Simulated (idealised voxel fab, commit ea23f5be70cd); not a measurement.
process module | voxel wiring stack
cross-section cut | 290 nm wide | cells 5 nm
A cross-section is a grid of square cells, given in bands from the top down. A band is one or more rows of cells.
Each band's line starts with the height of the band's top and of its bottom, in nm. Then come its materials from left to right, each with its width in nm. One material with "throughout" fills the band from edge to edge. "air" is empty space.
Height 0 is the level under which the wafer as received is all one material. The lowest band goes on downwards, as in "0 down".
A width such as "30 to 40" changes by the same amount from each row of cells to the next, from the band's top row to its bottom row.
"no change" after a step means that no cell of the cross-section changed.
closed voids: empty space of 8 cells or more with no open way to the top, each as width x height at its distance from the left edge, in nm
after a step's settings: what the simulator itself notes on the step
overlay nm, on a step with a mask: how far to the right of its planned place the mask lay; to the left if negative
plan
1 op RECEIVE | material Si
2 op CONFORMAL_DEP | material SiO2 | thk nm 15
3 op DIRECTIONAL_DEP | material TiN | thk nm 5
4 op DIRECTIONAL_DEP | material W | thk nm 20
5 op DIRECTIONAL_DEP | material aC | thk nm 10
6 op PATTERN | tone cover | mask id METAL_1 | material resist | width nm 25 | pitch nm 45 | thk nm 30 | overlay nm 0
7 op DIRECTIONAL_ETCH | etch materials aC | depth nm 10
8 op STRIP | etch materials resist
9 op DIRECTIONAL_ETCH | etch materials W | depth nm 20
10 op DIRECTIONAL_ETCH | etch materials TiN | depth nm 5
11 op STRIP | etch materials aC
12 op CONFORMAL_DEP | material SiN | thk nm 5
13 op FILL_DEP | material lowk | thk nm 10
14 op CMP | height nm 40
15 op CONFORMAL_DEP | material SiCN | thk nm 5
16 op DIRECTIONAL_DEP | material SiO2 | thk nm 20
17 op DIRECTIONAL_DEP | material aC | thk nm 10
18 op PATTERN | tone open | mask id PLUG_1 | material resist | width nm 15 | pitch nm 45 | thk nm 25 | overlay nm 0
19 op DIRECTIONAL_ETCH | etch materials aC | depth nm 10
20 op STRIP | etch materials resist
21 op DIRECTIONAL_ETCH | etch materials SiO2 | depth nm 20
22 op DIRECTIONAL_ETCH | etch materials SiCN | depth nm 5
23 op STRIP | etch materials aC
24 op CONFORMAL_DEP | material TiN | thk nm 5
25 op FILL_DEP | material Cu | thk nm 5
26 op CMP | height nm 65
27 op DIRECTIONAL_DEP | material TiN | thk nm 5
28 op DIRECTIONAL_DEP | material W | thk nm 15
29 op DIRECTIONAL_DEP | material aC | thk nm 10
30 op PATTERN | tone cover | mask id METAL_2 | material resist | width nm 25 | pitch nm 45 | thk nm 30 | overlay nm 0
31 op DIRECTIONAL_ETCH | etch materials aC | depth nm 10
32 op STRIP | etch materials resist
33 op DIRECTIONAL_ETCH | etch materials W | depth nm 15
34 op DIRECTIONAL_ETCH | etch materials TiN | depth nm 5
35 op STRIP | etch materials aC
36 op CONFORMAL_DEP | material SiCN | thk nm 5
37 op FILL_DEP | material SiO2 | thk nm 10
38 op CMP | height nm 85
39 op CONFORMAL_DEP | material SiCN | thk nm 5
40 op DIRECTIONAL_DEP | material lowk | thk nm 10
41 op MASKED_ETCH | tone open | mask id PLUG_2 | width nm 15 | pitch nm 45 | etch materials lowk | depth nm 10 | overlay nm 0
42 op MASKED_ETCH | tone open | mask id PLUG_2 | width nm 15 | pitch nm 45 | etch materials SiCN | depth nm 5 | overlay nm 0
43 op CONFORMAL_DEP | material TiN | thk nm 5
44 op FILL_DEP | material W | thk nm 10
45 op CMP | height nm 100
46 op CONFORMAL_DEP | material SiN | thk nm 5
47 op DIRECTIONAL_DEP | material SiO2 | thk nm 20
48 op PATTERN | tone open | mask id METAL_3 | material resist | width nm 25 | pitch nm 45 | thk nm 20 | overlay nm 0
49 op DIRECTIONAL_ETCH | etch materials SiO2 | depth nm 20
50 op DIRECTIONAL_ETCH | etch materials SiN | depth nm 5
51 op STRIP | etch materials resist
52 op CONFORMAL_DEP | material TiN | thk nm 5
53 op FILL_DEP | material Ru | thk nm 10
54 op CMP | height nm 125
55 op CONFORMAL_DEP | material SiN | thk nm 5
varied across the wafers: width nm of step 41. The plan shows the first wafer's value. All wafers start alike
first wafer as received, after step 1
  0 down: Si throughout
  closed voids: none
first wafer at the end, after step 55
  130 to 125: SiN throughout
  125 to 105: SiO2 85 | TiN 5 | Ru 15 | TiN 5 | SiO2 20 | TiN 5 | Ru 15 | TiN 5 | SiO2 20 | TiN 5 | Ru 15 | TiN 5 | SiO2 90
  105 to 100: SiN 85 | TiN 25 | SiN 20 | TiN 25 | SiN 20 | TiN 25 | SiN 90
  100 to 90: lowk 85 | TiN 5 | W 5 | TiN 5 | lowk 30 | TiN 5 | W 5 | TiN 5 | lowk 30 | TiN 5 | W 5 | TiN 5 | lowk 100
  90 to 85: SiCN 85 | TiN 15 | SiCN 30 | TiN 15 | SiCN 30 | TiN 15 | SiCN 100
  85 to 70: SiO2 80 | SiCN 5 | W 25 | SiCN 5 | SiO2 10 | SiCN 5 | W 25 | SiCN 5 | SiO2 10 | SiCN 5 | W 25 | SiCN 5 | SiO2 85
  70 to 65: SiCN 85 | TiN 25 | SiCN 20 | TiN 25 | SiCN 20 | TiN 25 | SiCN 90
  65 to 45: SiO2 85 | TiN 5 | Cu 5 | TiN 5 | SiO2 30 | TiN 5 | Cu 5 | TiN 5 | SiO2 30 | TiN 5 | Cu 5 | TiN 5 | SiO2 100
  45 to 40: SiCN 85 | TiN 15 | SiCN 30 | TiN 15 | SiCN 30 | TiN 15 | SiCN 100
  40 to 20: lowk 80 | SiN 5 | W 25 | SiN 5 | lowk 10 | SiN 5 | W 25 | SiN 5 | lowk 10 | SiN 5 | W 25 | SiN 5 | lowk 85
  20 to 15: SiN 85 | TiN 25 | SiN 20 | TiN 25 | SiN 20 | TiN 25 | SiN 90
  15 to 0: SiO2 throughout
  0 down: Si throughout
  closed voids: none
last wafer at the end
  130 to 125: SiN throughout
  125 to 105: SiO2 85 | TiN 5 | Ru 15 | TiN 5 | SiO2 20 | TiN 5 | Ru 15 | TiN 5 | SiO2 20 | TiN 5 | Ru 15 | TiN 5 | SiO2 90
  105 to 100: SiN 85 | TiN 25 | SiN 20 | TiN 25 | SiN 20 | TiN 25 | SiN 90
  100 to 90: lowk 80 | TiN 5 to 10 | W 20 to 5 | TiN 5 to 15 | lowk 15 | TiN 5 to 10 | W 20 to 5 | TiN 5 to 15 | lowk 15 | TiN 5 to 10 | W 20 to 5 | TiN 5 to 15 | lowk 90
  90 to 85: SiCN 85 | TiN 15 | SiCN 30 | TiN 15 | SiCN 30 | TiN 15 | SiCN 100
  85 to 70: SiO2 80 | SiCN 5 | W 25 | SiCN 5 | SiO2 10 | SiCN 5 | W 25 | SiCN 5 | SiO2 10 | SiCN 5 | W 25 | SiCN 5 | SiO2 85
  70 to 65: SiCN 85 | TiN 25 | SiCN 20 | TiN 25 | SiCN 20 | TiN 25 | SiCN 90
  65 to 45: SiO2 85 | TiN 5 | Cu 5 | TiN 5 | SiO2 30 | TiN 5 | Cu 5 | TiN 5 | SiO2 30 | TiN 5 | Cu 5 | TiN 5 | SiO2 100
  45 to 40: SiCN 85 | TiN 15 | SiCN 30 | TiN 15 | SiCN 30 | TiN 15 | SiCN 100
  40 to 20: lowk 80 | SiN 5 | W 25 | SiN 5 | lowk 10 | SiN 5 | W 25 | SiN 5 | lowk 10 | SiN 5 | W 25 | SiN 5 | lowk 85
  20 to 15: SiN 85 | TiN 25 | SiN 20 | TiN 25 | SiN 20 | TiN 25 | SiN 90
  15 to 0: SiO2 throughout
  0 down: Si throughout
  closed voids: none
each wafer at the end: cells of each material gained (+) or lost (-) since it was received, then its closed voids
width nm 15 | +12 Cu | +36 Ru | +159 SiCN | +168 SiN | +653 SiO2 | +123 TiN | +111 W | +246 lowk | closed voids: none
width nm 20 | +12 Cu | +36 Ru | +159 SiCN | +168 SiN | +653 SiO2 | +126 TiN | +114 W | +240 lowk | closed voids: none
width nm 25 | +12 Cu | +36 Ru | +159 SiCN | +168 SiN | +653 SiO2 | +129 TiN | +117 W | +234 lowk | closed voids: none
width nm 30 | +12 Cu | +36 Ru | +159 SiCN | +168 SiN | +653 SiO2 | +132 TiN | +120 W | +228 lowk | closed voids: none
